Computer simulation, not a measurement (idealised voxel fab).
Process module, titled voxel released beams
cross-section cut | 245 nm wide | cells 5 nm
A cross-section is written here as square cells arranged in a grid, and it is given in bands from the top down, each band taking up one or more rows of cells. Band: top and bottom heights (nm) first, top before bottom; then materials from left to right, widths in nm. "everywhere" marks a sole material filling the band edge to edge. "blank" denotes empty space. It should be noted that heights are counted from 0, beneath which the wafer as supplied is of one material throughout, and that the lowest band possesses no lower boundary but continues downward, as written in "z 0 and below". So if you see something like "30..40" for the width, read it as the top row of the band sitting at the first number and the bottom row at the second, with every row in between moving by the same amount as the last. Reading "remains unaltered" for a step: not a cell of the cross-section changed in it. "Closed void table" lists enclosed empty spaces (at least 8 cells, no open path upward to the top), each as width x height at distance from the left edge, in nm. Whatever follows a step's settings on its line is a remark the simulator itself makes about that step. A step line may carry the setting "overlay nm", which, for steps involving a mask, states the distance by which the mask lay to the right of its intended position; negative values denote displacement to the left.
The process steps that were planned are listed below:
1. RECEIVE | material Si
2. CONFORMAL_DEP | material Al2O3 | thk nm 10
3. DIRECTIONAL_DEP | material SiO2 | thk nm 20
4. MASKED_ETCH | tone open | mask id ANCHOR | width nm 45 | etch materials SiO2 | depth nm 20 | overlay nm 0
5. CONFORMAL_DEP | material polySi | thk nm 15
6. MASKED_ETCH | tone cover | mask id BEAM | width nm 105 | etch materials polySi | depth nm 15 | overlay nm -15
7. STRIP | etch materials SiO2
Be aware that, although all wafers share a common starting state, the overlay nm at step 6 differs among them, and the plan displays the first wafer's value.
This is how the first of several wafers looked in cross-section when it arrived, which is after step 1:
  z 0 and below: Si everywhere
  Closed void table: none
The first of several wafers, seen in cross-section after the module's last step, step 7:
  z 45 to 30: 50 nm blank; 35 nm polySi; 15 nm blank; 55 nm polySi; 90 nm blank
  z 30 to 25: 70 nm blank; 15 nm polySi; 15 nm blank; 15 nm polySi; 130 nm blank
  z 25 to 10: 70 nm blank; 45 nm polySi; 130 nm blank
  z 10 to 0: Al2O3 everywhere
  z 0 and below: Si everywhere
  Closed void table: none
Cross-section at module completion, last wafer:
  z 45 to 30: 80 nm blank; 5 nm polySi; 15 nm blank; 85 nm polySi; 60 nm blank
  z 30 to 25: 70 nm blank; 15 nm polySi; 15 nm blank; 15 nm polySi; 130 nm blank
  z 25 to 10: 70 nm blank; 45 nm polySi; 130 nm blank
  z 10 to 0: Al2O3 everywhere
  z 0 and below: Si everywhere
  Closed void table: none
The rows of the table below are wafers. Looking at the end of the module, a row counts, for every material, the cells the wafer has gained, shown as (+), or lost, shown as (-), since it was received; its closed voids come next:
overlay nm -15, +98 Al2O3, +87 polySi, Closed void table: none
overlay nm -10, +98 Al2O3, +87 polySi, Closed void table: none
overlay nm -5, +98 Al2O3, +87 polySi, Closed void table: none
overlay nm 0, +98 Al2O3, +87 polySi, Closed void table: none
overlay nm 5, +98 Al2O3, +87 polySi, Closed void table: none
overlay nm 10, +98 Al2O3, +87 polySi, Closed void table: none
overlay nm 15, +98 Al2O3, +87 polySi, Closed void table: none
